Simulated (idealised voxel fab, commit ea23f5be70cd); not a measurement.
Process module, titled voxel gate over fins
In the cross-section labelled cut, the width is 185 nm and each square cell is 5 nm.
A cross-section is written here as square cells arranged in a grid, and it is given in bands from the top down, each band taking up one or more rows of cells.
The entry gives the band's vertical extent as a top height and a bottom height in nm, then its horizontal make-up as materials from left to right, each with a width in nm. "air" stands for empty space; a single material marked "full width" fills the band edge to edge.
Height 0 is the level under which the wafer as received is all one material. The lowest band goes on downwards, as in "0 down".
When a width is written as two numbers, as in "30..40", the first number is the width in the top row of cells of the band and the second is the width in its bottom row, and the width changes by the same amount from each row to the next.
The cross-section has no changed cell in any step marked "nothing got changed".
Reported under the label "Closed void table" are the empty spaces having no open way to the top and comprising 8 cells or more; the notation for each is width x height at distance, in which the distance is measured from the left edge and all three values are in nm.
Where a step's line continues beyond its settings, the continuation is a remark by the simulator itself on that step.
Each step line may optionally specify "overlay nm", which for a step with a mask gives the rightward distance between the mask's planned place and where it lay, a negative value indicating the leftward direction.

-- The process steps that were planned are listed below
| 1 | RECEIVE with material Si |
| 2 | CONFORMAL_DEP with material SiN, thk nm 5 |
| 3 | DIRECTIONAL_DEP with material aC, thk nm 15 |
| 4 | PATTERN with tone cover, mask id FINS, material resist, width nm 15, pitch nm 45, thk nm 35, overlay nm 0 |
| 5 | DIRECTIONAL_ETCH with etch materials aC, depth nm 15 |
| 6 | STRIP with etch materials resist |
| 7 | DIRECTIONAL_ETCH with etch materials SiN, depth nm 5 |
| 8 | DIRECTIONAL_ETCH with etch materials Si, depth nm 30 |
| 9 | STRIP with etch materials aC |
| 10 | OXIDIZE with depth nm 5 |
| 11 | FILL_DEP with material SiO2, thk nm 5 |
| 12 | CMP with height nm 5 |
| 13 | SELECTIVE_ETCH with etch materials SiO2, depth nm 20 |
| 14 | STRIP with etch materials SiN |
| 15 | CONFORMAL_DEP with material HfO2, thk nm 5 |
| 16 | CONFORMAL_DEP with material TiN, thk nm 5 |
| 17 | FILL_DEP with material W, thk nm 15 |
| 18 | CMP with height nm 20 |
| 19 | CONFORMAL_DEP with material SiCN, thk nm 5 |

-- The first of a set of two wafers, run to plan

-- Cross-sectional view of the wafer in its as-received condition, corresponding to the state after step 1
* 0 down  Si full width
* Closed void table: none

-- Step 2 done - wafer cross-section
* 5 to 0  SiN full width
* At heights below 0, the structure remains unaltered.

-- Step 3 done - wafer cross-section
* 20 to 5  aC full width
* At heights below 5, the structure remains unaltered.

-- Step 4 done - wafer cross-section
* 55 to 20  40 of air, then 15 of resist, then 30 of air, then 15 of resist, then 30 of air, then 15 of resist, then 40 of air
* At heights below 20, the structure remains unaltered.

-- Step 5 done - wafer cross-section
* 40 to 20  40 of air, then 15 of resist, then 30 of air, then 15 of resist, then 30 of air, then 15 of resist, then 40 of air
* 20 to 5  40 of air, then 15 of aC, then 30 of air, then 15 of aC, then 30 of air, then 15 of aC, then 40 of air
* At heights below 5, the structure remains unaltered.

-- Step 6 done - wafer cross-section
* 20 to 5  40 of air, then 15 of aC, then 30 of air, then 15 of aC, then 30 of air, then 15 of aC, then 40 of air
* At heights below 5, the structure remains unaltered.

-- Step 7 done - wafer cross-section
* 20 to 5  40 of air, then 15 of aC, then 30 of air, then 15 of aC, then 30 of air, then 15 of aC, then 40 of air
* 5 to 0  40 of air, then 15 of SiN, then 30 of air, then 15 of SiN, then 30 of air, then 15 of SiN, then 40 of air
* At heights below 0, the structure remains unaltered.

-- Step 8 done - wafer cross-section
* 20 to 5  40 of air, then 15 of aC, then 30 of air, then 15 of aC, then 30 of air, then 15 of aC, then 40 of air
* 5 to 0  40 of air, then 15 of SiN, then 30 of air, then 15 of SiN, then 30 of air, then 15 of SiN, then 40 of air
* 0 to -30  40 of air, then 15 of Si, then 30 of air, then 15 of Si, then 30 of air, then 15 of Si, then 40 of air
* At heights below -30, the structure remains unaltered.

-- Step 9 done - wafer cross-section
* 5 to 0  40 of air, then 15 of SiN, then 30 of air, then 15 of SiN, then 30 of air, then 15 of SiN, then 40 of air
* At heights below 0, the structure remains unaltered.

-- Step 10 done - wafer cross-section
* 5 to 0  40 of air, then 15 of SiN, then 30 of air, then 15 of SiN, then 30 of air, then 15 of SiN, then 40 of air
* 0 to -30  40 of air, then 5 of SiO2, then 5 of Si, then 5 of SiO2, then 30 of air, then 5 of SiO2, then 5 of Si, then 5 of SiO2, then 30 of air, then 5 of SiO2, then 5 of Si, then 5 of SiO2, then 40 of air
* -30 to -35  45 of SiO2, then 5 of Si, then 40 of SiO2, then 5 of Si, then 40 of SiO2, then 5 of Si, then 45 of SiO2
* At heights below -35, the structure remains unaltered.

-- Step 11 done - wafer cross-section
* 10 to 5  SiO2 full width
* 5 to 0  40 of SiO2, then 15 of SiN, then 30 of SiO2, then 15 of SiN, then 30 of SiO2, then 15 of SiN, then 40 of SiO2
* 0 to -35  45 of SiO2, then 5 of Si, then 40 of SiO2, then 5 of Si, then 40 of SiO2, then 5 of Si, then 45 of SiO2
* At heights below -35, the structure remains unaltered.

-- Step 12 done - wafer cross-section
* 5 to 0  40 of SiO2, then 15 of SiN, then 30 of SiO2, then 15 of SiN, then 30 of SiO2, then 15 of SiN, then 40 of SiO2
* At heights below 0, the structure remains unaltered.

-- Step 13 done - wafer cross-section
* 5 to 0  40 of air, then 15 of SiN, then 30 of air, then 15 of SiN, then 30 of air, then 15 of SiN, then 40 of air
* 0 to -15  45 of air, then 5 of Si, then 40 of air, then 5 of Si, then 40 of air, then 5 of Si, then 45 of air
* At heights below -15, the structure remains unaltered.

-- Step 14 done - wafer cross-section
* 0 to -15  45 of air, then 5 of Si, then 40 of air, then 5 of Si, then 40 of air, then 5 of Si, then 45 of air
* At heights below -15, the structure remains unaltered.

-- Step 15 done - wafer cross-section
* 5 to 0  40 of air, then 15 of HfO2, then 30 of air, then 15 of HfO2, then 30 of air, then 15 of HfO2, then 40 of air
* 0 to -10  40 of air, then 5 of HfO2, then 5 of Si, then 5 of HfO2, then 30 of air, then 5 of HfO2, then 5 of Si, then 5 of HfO2, then 30 of air, then 5 of HfO2, then 5 of Si, then 5 of HfO2, then 40 of air
* -10 to -15  45 of HfO2, then 5 of Si, then 40 of HfO2, then 5 of Si, then 40 of HfO2, then 5 of Si, then 45 of HfO2
* At heights below -15, the structure remains unaltered.

-- Step 16 done - wafer cross-section
* 10 to 5  35 of air, then 25 of TiN, then 20 of air, then 25 of TiN, then 20 of air, then 25 of TiN, then 35 of air
* 5 to 0  35 of air, then 5 of TiN, then 15 of HfO2, then 5 of TiN, then 20 of air, then 5 of TiN, then 15 of HfO2, then 5 of TiN, then 20 of air, then 5 of TiN, then 15 of HfO2, then 5 of TiN, then 35 of air
* 0 to -5  35 of air, then 5 of TiN, then 5 of HfO2, then 5 of Si, then 5 of HfO2, then 5 of TiN, then 20 of air, then 5 of TiN, then 5 of HfO2, then 5 of Si, then 5 of HfO2, then 5 of TiN, then 20 of air, then 5 of TiN, then 5 of HfO2, then 5 of Si, then 5 of HfO2, then 5 of TiN, then 35 of air
* -5 to -10  40 of TiN, then 5 of HfO2, then 5 of Si, then 5 of HfO2, then 30 of TiN, then 5 of HfO2, then 5 of Si, then 5 of HfO2, then 30 of TiN, then 5 of HfO2, then 5 of Si, then 5 of HfO2, then 40 of TiN
* At heights below -10, the structure remains unaltered.

-- Step 17 done - wafer cross-section
* 25 to 10  W full width
* 10 to 5  35 of W, then 25 of TiN, then 20 of W, then 25 of TiN, then 20 of W, then 25 of TiN, then 35 of W
* 5 to 0  35 of W, then 5 of TiN, then 15 of HfO2, then 5 of TiN, then 20 of W, then 5 of TiN, then 15 of HfO2, then 5 of TiN, then 20 of W, then 5 of TiN, then 15 of HfO2, then 5 of TiN, then 35 of W
* 0 to -5  35 of W, then 5 of TiN, then 5 of HfO2, then 5 of Si, then 5 of HfO2, then 5 of TiN, then 20 of W, then 5 of TiN, then 5 of HfO2, then 5 of Si, then 5 of HfO2, then 5 of TiN, then 20 of W, then 5 of TiN, then 5 of HfO2, then 5 of Si, then 5 of HfO2, then 5 of TiN, then 35 of W
* At heights below -5, the structure remains unaltered.

-- Step 18 done - wafer cross-section
* 20 to 10  W full width
* At heights below 10, the structure remains unaltered.

-- Step 19 done - wafer cross-section
* 25 to 20  SiCN full width
* At heights below 20, the structure remains unaltered.

-- Second Wafer (Identical Start and Plan, One Processing Error; Matches First Wafer Through Step 14)

-- Second wafer, section view, time point: scheduled end of step 15
* 5 to 0  40 of air, then 15 of TiN, then 30 of air, then 15 of TiN, then 30 of air, then 15 of TiN, then 40 of air
* 0 to -10  40 of air, then 5 of TiN, then 5 of Si, then 5 of TiN, then 30 of air, then 5 of TiN, then 5 of Si, then 5 of TiN, then 30 of air, then 5 of TiN, then 5 of Si, then 5 of TiN, then 40 of air
* -10 to -15  45 of TiN, then 5 of Si, then 40 of TiN, then 5 of Si, then 40 of TiN, then 5 of Si, then 45 of TiN
* At heights below -15, the structure remains unaltered.

-- Second wafer, section view, time point: scheduled end of step 16
* 10 to 5  35 of air, then 25 of HfO2, then 20 of air, then 25 of HfO2, then 20 of air, then 25 of HfO2, then 35 of air
* 5 to 0  35 of air, then 5 of HfO2, then 15 of TiN, then 5 of HfO2, then 20 of air, then 5 of HfO2, then 15 of TiN, then 5 of HfO2, then 20 of air, then 5 of HfO2, then 15 of TiN, then 5 of HfO2, then 35 of air
* 0 to -5  35 of air, then 5 of HfO2, then 5 of TiN, then 5 of Si, then 5 of TiN, then 5 of HfO2, then 20 of air, then 5 of HfO2, then 5 of TiN, then 5 of Si, then 5 of TiN, then 5 of HfO2, then 20 of air, then 5 of HfO2, then 5 of TiN, then 5 of Si, then 5 of TiN, then 5 of HfO2, then 35 of air
* -5 to -10  40 of HfO2, then 5 of TiN, then 5 of Si, then 5 of TiN, then 30 of HfO2, then 5 of TiN, then 5 of Si, then 5 of TiN, then 30 of HfO2, then 5 of TiN, then 5 of Si, then 5 of TiN, then 40 of HfO2
* At heights below -10, the structure remains unaltered.

-- Second wafer, section view, time point: scheduled end of step 17
* 25 to 10  W full width
* 10 to 5  35 of W, then 25 of HfO2, then 20 of W, then 25 of HfO2, then 20 of W, then 25 of HfO2, then 35 of W
* 5 to 0  35 of W, then 5 of HfO2, then 15 of TiN, then 5 of HfO2, then 20 of W, then 5 of HfO2, then 15 of TiN, then 5 of HfO2, then 20 of W, then 5 of HfO2, then 15 of TiN, then 5 of HfO2, then 35 of W
* 0 to -5  35 of W, then 5 of HfO2, then 5 of TiN, then 5 of Si, then 5 of TiN, then 5 of HfO2, then 20 of W, then 5 of HfO2, then 5 of TiN, then 5 of Si, then 5 of TiN, then 5 of HfO2, then 20 of W, then 5 of HfO2, then 5 of TiN, then 5 of Si, then 5 of TiN, then 5 of HfO2, then 35 of W
* At heights below -5, the structure remains unaltered.

-- Second wafer, section view, time point: scheduled end of step 18
* 20 to 10  W full width
* At heights below 10, the structure remains unaltered.

-- Second wafer, section view, time point: scheduled end of step 19
* 25 to 20  SiCN full width
* At heights below 20, the structure remains unaltered.
Where did the run depart from the plan? it was found that steps 15 and 16 of the process plan had been performed in exchanged positions
When the process is done, the second wafer contains the same cell count of every material as the first wafer, but distributed over other locations.
